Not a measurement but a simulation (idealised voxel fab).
Process module, titled voxel capacitor over wiring
In the cross-section labelled cut, the width is 300 nm and each square cell is 5 nm.
Cross-section = grid of square cells, listed top down in bands; band = one or more rows. A band entry consists of two parts. The first gives the height of the band's top and the height of its bottom, in nm. The rest lists the band's materials from left to right, each with its width in nm. A single material labelled with the word "edge to edge" fills the band from edge to edge, and the word "blank" marks empty space. Below 0: as-received wafer, all one material; heights counted from there. Lowest band: no bottom, goes on down, written "0 -> down". Width "30..40": first value at the band's top row of cells, second value at its bottom row, equal change from row to row. The cross-section has no changed cell in any step marked "no alterations made". "Entrapped void list" lists enclosed empty spaces (at least 8 cells, no open path upward to the top), each as width x height at distance from the left edge, in nm. The remark found on a step's line after its settings is issued by the simulator itself and pertains to that step. "overlay nm" answers the question of how far to the right of plan the mask lay on a step that has a mask, and when it is negative the answer is to the left.

-- Set out below are the planned steps of the process
1,RECEIVE (material Si)
2,CONFORMAL_DEP (material SiO2; thk nm 15)
3,DIRECTIONAL_DEP (material TiN; thk nm 5)
4,DIRECTIONAL_DEP (material W; thk nm 20)
5,MASKED_ETCH (tone cover; mask id METAL_1; width nm 20; pitch nm 85; etch materials W; depth nm 20; overlay nm 0)
6,MASKED_ETCH (tone cover; mask id METAL_1; width nm 20; pitch nm 85; etch materials TiN; depth nm 5; overlay nm 0)
7,CONFORMAL_DEP (material SiCN; thk nm 5)
8,FILL_DEP (material lowk; thk nm 5)
9,CMP (height nm 40)
10,CONFORMAL_DEP (material SiCN; thk nm 5)
11,DIRECTIONAL_DEP (material SiO2; thk nm 20)
12,PATTERN (tone open; mask id PLUG_1; material resist; width nm 15; thk nm 20; overlay nm 0)
13,DIRECTIONAL_ETCH (etch materials SiO2; depth nm 20)
14,DIRECTIONAL_ETCH (etch materials SiCN; depth nm 5)
15,STRIP (etch materials resist)
16,CONFORMAL_DEP (material TiN; thk nm 5)
17,FILL_DEP (material Cu; thk nm 10)
18,CMP (height nm 65)
19,DIRECTIONAL_DEP (material TiN; thk nm 10)
20,DIRECTIONAL_DEP (material HfO2; thk nm 5)
21,DIRECTIONAL_DEP (material TiN; thk nm 10)
22,DIRECTIONAL_DEP (material aC; thk nm 15)
23,PATTERN (tone cover; mask id UPPER_PLATE; material resist; width nm 70; thk nm 30; overlay nm 0)
24,DIRECTIONAL_ETCH (etch materials aC; depth nm 15)
25,STRIP (etch materials resist)
26,DIRECTIONAL_ETCH (etch materials TiN; depth nm 10)
27,DIRECTIONAL_ETCH (etch materials HfO2; depth nm 5)
28,STRIP (etch materials aC)
29,MASKED_ETCH (tone cover; mask id LOWER_PLATE; width nm 80; etch materials TiN; depth nm 10; overlay nm 0)
30,FILL_DEP (material SiO2; thk nm 15)
31,CMP (height nm 100)
32,PATTERN (tone open; mask id PLUG_2; material resist; width nm 15; thk nm 20; overlay nm 0)
33,DIRECTIONAL_ETCH (etch materials SiO2; depth nm 10)
34,STRIP (etch materials resist)
35,CONFORMAL_DEP (material TiN; thk nm 5)
36,FILL_DEP (material W; thk nm 5)
37,CMP (height nm 100)
38,CONFORMAL_DEP (material SiCN; thk nm 5)

-- Of two wafers, the first: run according to plan

-- Cross-section: wafer on arrival = after step 1
- 0 -> down | Si edge to edge
- Entrapped void list: none

-- after step 2
- 15 -> 0 | SiO2 edge to edge
- Lower than 0, everything is as it was.

-- after step 3
- 20 -> 15 | TiN edge to edge
- Lower than 15, everything is as it was.

-- after step 4
- 40 -> 20 | W edge to edge
- Lower than 20, everything is as it was.

-- after step 5
- 40 -> 20 | blank (95) | W (20) | blank (65) | W (20) | blank (100)
- Lower than 20, everything is as it was.

-- after step 6
- 40 -> 20 | blank (95) | W (20) | blank (65) | W (20) | blank (100)
- 20 -> 15 | blank (95) | TiN (20) | blank (65) | TiN (20) | blank (100)
- Lower than 15, everything is as it was.

-- after step 7
- 45 -> 40 | blank (90) | SiCN (30) | blank (55) | SiCN (30) | blank (95)
- 40 -> 20 | blank (90) | SiCN (5) | W (20) | SiCN (5) | blank (55) | SiCN (5) | W (20) | SiCN (5) | blank (95)
- 20 -> 15 | SiCN (95) | TiN (20) | SiCN (65) | TiN (20) | SiCN (100)
- Lower than 15, everything is as it was.

-- after step 8
- 50 -> 45 | lowk edge to edge
- 45 -> 40 | lowk (90) | SiCN (30) | lowk (55) | SiCN (30) | lowk (95)
- 40 -> 20 | lowk (90) | SiCN (5) | W (20) | SiCN (5) | lowk (55) | SiCN (5) | W (20) | SiCN (5) | lowk (95)
- Lower than 20, everything is as it was.

-- after step 9
- 40 -> 20 | lowk (90) | SiCN (5) | W (20) | SiCN (5) | lowk (55) | SiCN (5) | W (20) | SiCN (5) | lowk (95)
- Lower than 20, everything is as it was.

-- after step 10
- 45 -> 40 | SiCN edge to edge
- Lower than 40, everything is as it was.

-- after step 11
- 65 -> 45 | SiO2 edge to edge
- Lower than 45, everything is as it was.

-- after step 12
- 85 -> 65 | resist (100) | blank (15) | resist (185)
- Lower than 65, everything is as it was.

-- after step 13
- 85 -> 65 | resist (100) | blank (15) | resist (185)
- 65 -> 45 | SiO2 (100) | blank (15) | SiO2 (185)
- Lower than 45, everything is as it was.

-- after step 14
- 85 -> 65 | resist (100) | blank (15) | resist (185)
- 65 -> 45 | SiO2 (100) | blank (15) | SiO2 (185)
- 45 -> 40 | SiCN (100) | blank (15) | SiCN (185)
- Lower than 40, everything is as it was.

-- after step 15
- 65 -> 45 | SiO2 (100) | blank (15) | SiO2 (185)
- Lower than 45, everything is as it was.

-- after step 16
- 70 -> 65 | TiN (105) | blank (5) | TiN (190)
- 65 -> 45 | SiO2 (100) | TiN (5) | blank (5) | TiN (5) | SiO2 (185)
- 45 -> 40 | SiCN (100) | TiN (15) | SiCN (185)
- Lower than 40, everything is as it was.

-- after step 17
- 80 -> 70 | Cu edge to edge
- 70 -> 65 | TiN (105) | Cu (5) | TiN (190)
- 65 -> 45 | SiO2 (100) | TiN (5) | Cu (5) | TiN (5) | SiO2 (185)
- Lower than 45, everything is as it was.

-- after step 18
- 65 -> 45 | SiO2 (100) | TiN (5) | Cu (5) | TiN (5) | SiO2 (185)
- Lower than 45, everything is as it was.

-- after step 19
- 75 -> 65 | TiN edge to edge
- Lower than 65, everything is as it was.

-- after step 20
- 80 -> 75 | HfO2 edge to edge
- Lower than 75, everything is as it was.

-- after step 21
- 90 -> 80 | TiN edge to edge
- Lower than 80, everything is as it was.

-- after step 22
- 105 -> 90 | aC edge to edge
- Lower than 90, everything is as it was.

-- after step 23
- 135 -> 105 | blank (100) | resist (70) | blank (130)
- Lower than 105, everything is as it was.

-- after step 24
- 120 -> 105 | blank (100) | resist (70) | blank (130)
- 105 -> 90 | blank (100) | aC (70) | blank (130)
- Lower than 90, everything is as it was.

-- after step 25
- 105 -> 90 | blank (100) | aC (70) | blank (130)
- Lower than 90, everything is as it was.

-- after step 26
- 105 -> 90 | blank (100) | aC (70) | blank (130)
- 90 -> 80 | blank (100) | TiN (70) | blank (130)
- Lower than 80, everything is as it was.

-- after step 27
- 105 -> 90 | blank (100) | aC (70) | blank (130)
- 90 -> 80 | blank (100) | TiN (70) | blank (130)
- 80 -> 75 | blank (100) | HfO2 (70) | blank (130)
- Lower than 75, everything is as it was.

-- after step 28
- 90 -> 80 | blank (100) | TiN (70) | blank (130)
- Lower than 80, everything is as it was.

-- after step 29
- 90 -> 80 | blank (100) | TiN (70) | blank (130)
- 80 -> 75 | blank (100) | HfO2 (70) | blank (130)
- 75 -> 65 | blank (95) | TiN (80) | blank (125)
- Lower than 65, everything is as it was.

-- after step 30
- 105 -> 90 | SiO2 edge to edge
- 90 -> 80 | SiO2 (100) | TiN (70) | SiO2 (130)
- 80 -> 75 | SiO2 (100) | HfO2 (70) | SiO2 (130)
- 75 -> 65 | SiO2 (95) | TiN (80) | SiO2 (125)
- Lower than 65, everything is as it was.

-- after step 31
- 100 -> 90 | SiO2 edge to edge
- Lower than 90, everything is as it was.

-- after step 32
- 120 -> 100 | resist (110) | blank (15) | resist (175)
- Lower than 100, everything is as it was.

-- after step 33
- 120 -> 100 | resist (110) | blank (15) | resist (175)
- 100 -> 90 | SiO2 (110) | blank (15) | SiO2 (175)
- Lower than 90, everything is as it was.

-- after step 34
- 100 -> 90 | SiO2 (110) | blank (15) | SiO2 (175)
- Lower than 90, everything is as it was.

-- after step 35
- 105 -> 100 | TiN (115) | blank (5) | TiN (180)
- 100 -> 95 | SiO2 (110) | TiN (5) | blank (5) | TiN (5) | SiO2 (175)
- 95 -> 90 | SiO2 (110) | TiN (15) | SiO2 (175)
- Lower than 90, everything is as it was.

-- after step 36
- 110 -> 105 | W edge to edge
- 105 -> 100 | TiN (115) | W (5) | TiN (180)
- 100 -> 95 | SiO2 (110) | TiN (5) | W (5) | TiN (5) | SiO2 (175)
- Lower than 95, everything is as it was.

-- after step 37
- 100 -> 95 | SiO2 (110) | TiN (5) | W (5) | TiN (5) | SiO2 (175)
- Lower than 95, everything is as it was.

-- after step 38
- 105 -> 100 | SiCN edge to edge
- Lower than 100, everything is as it was.

-- Regarding the second of the two wafers: it shared the first wafer's starting condition and process plan, yet one error occurred during its execution. Its history coincides with that of the first wafer up to and including step 22

-- Cross-section of the second wafer at the time step 23 of the plan should have ended
- 135 -> 105 | resist (100) | blank (70) | resist (130)
- Lower than 105, everything is as it was.

-- Cross-section of the second wafer at the time step 24 of the plan should have ended
- 120 -> 105 | resist (100) | blank (70) | resist (130)
- 105 -> 90 | aC (100) | blank (70) | aC (130)
- Lower than 90, everything is as it was.

-- Cross-section of the second wafer at the time step 25 of the plan should have ended
- 105 -> 90 | aC (100) | blank (70) | aC (130)
- Lower than 90, everything is as it was.

-- Cross-section of the second wafer at the time step 26 of the plan should have ended
- 105 -> 90 | aC (100) | blank (70) | aC (130)
- 90 -> 80 | TiN (100) | blank (70) | TiN (130)
- Lower than 80, everything is as it was.

-- Cross-section of the second wafer at the time step 27 of the plan should have ended
- 105 -> 90 | aC (100) | blank (70) | aC (130)
- 90 -> 80 | TiN (100) | blank (70) | TiN (130)
- 80 -> 75 | HfO2 (100) | blank (70) | HfO2 (130)
- Lower than 75, everything is as it was.

-- Cross-section of the second wafer at the time step 28 of the plan should have ended
- 90 -> 80 | TiN (100) | blank (70) | TiN (130)
- Lower than 80, everything is as it was.

-- Cross-section of the second wafer at the time step 29 of the plan should have ended
- 90 -> 80 | blank (95) | TiN (5) | blank (70) | TiN (5) | blank (125)
- Lower than 80, everything is as it was.

-- Cross-section of the second wafer at the time step 30 of the plan should have ended
- 105 -> 90 | SiO2 edge to edge
- 90 -> 80 | SiO2 (95) | TiN (5) | SiO2 (70) | TiN (5) | SiO2 (125)
- 80 -> 75 | HfO2 (100) | SiO2 (70) | HfO2 (130)
- Lower than 75, everything is as it was.

-- Cross-section of the second wafer at the time step 31 of the plan should have ended
- 100 -> 90 | SiO2 edge to edge
- Lower than 90, everything is as it was.

-- Cross-section of the second wafer at the time step 32 of the plan should have ended
- 120 -> 100 | resist (110) | blank (15) | resist (175)
- Lower than 100, everything is as it was.

-- Cross-section of the second wafer at the time step 33 of the plan should have ended
- 120 -> 100 | resist (110) | blank (15) | resist (175)
- 100 -> 90 | SiO2 (110) | blank (15) | SiO2 (175)
- Lower than 90, everything is as it was.

-- Cross-section of the second wafer at the time step 34 of the plan should have ended
- 100 -> 90 | SiO2 (110) | blank (15) | SiO2 (175)
- Lower than 90, everything is as it was.

-- Cross-section of the second wafer at the time step 35 of the plan should have ended
- 105 -> 100 | TiN (115) | blank (5) | TiN (180)
- 100 -> 95 | SiO2 (110) | TiN (5) | blank (5) | TiN (5) | SiO2 (175)
- 95 -> 90 | SiO2 (110) | TiN (15) | SiO2 (175)
- Lower than 90, everything is as it was.

-- Cross-section of the second wafer at the time step 36 of the plan should have ended
- 110 -> 105 | W edge to edge
- 105 -> 100 | TiN (115) | W (5) | TiN (180)
- 100 -> 95 | SiO2 (110) | TiN (5) | W (5) | TiN (5) | SiO2 (175)
- Lower than 95, everything is as it was.

-- Cross-section of the second wafer at the time step 37 of the plan should have ended
- 100 -> 95 | SiO2 (110) | TiN (5) | W (5) | TiN (5) | SiO2 (175)
- Lower than 95, everything is as it was.

-- Cross-section of the second wafer at the time step 38 of the plan should have ended
- 105 -> 100 | SiCN edge to edge
- Lower than 100, everything is as it was.
Diagnosis: step 23 did not happen as planned, as run it was PATTERN (tone open; mask id UPPER_PLATE; material resist; width nm 70; thk nm 30; overlay nm 0)
Counted in cells at the end, the second wafer holds more or fewer of these materials than the first: HfO2 +32; SiO2 -96; TiN +64
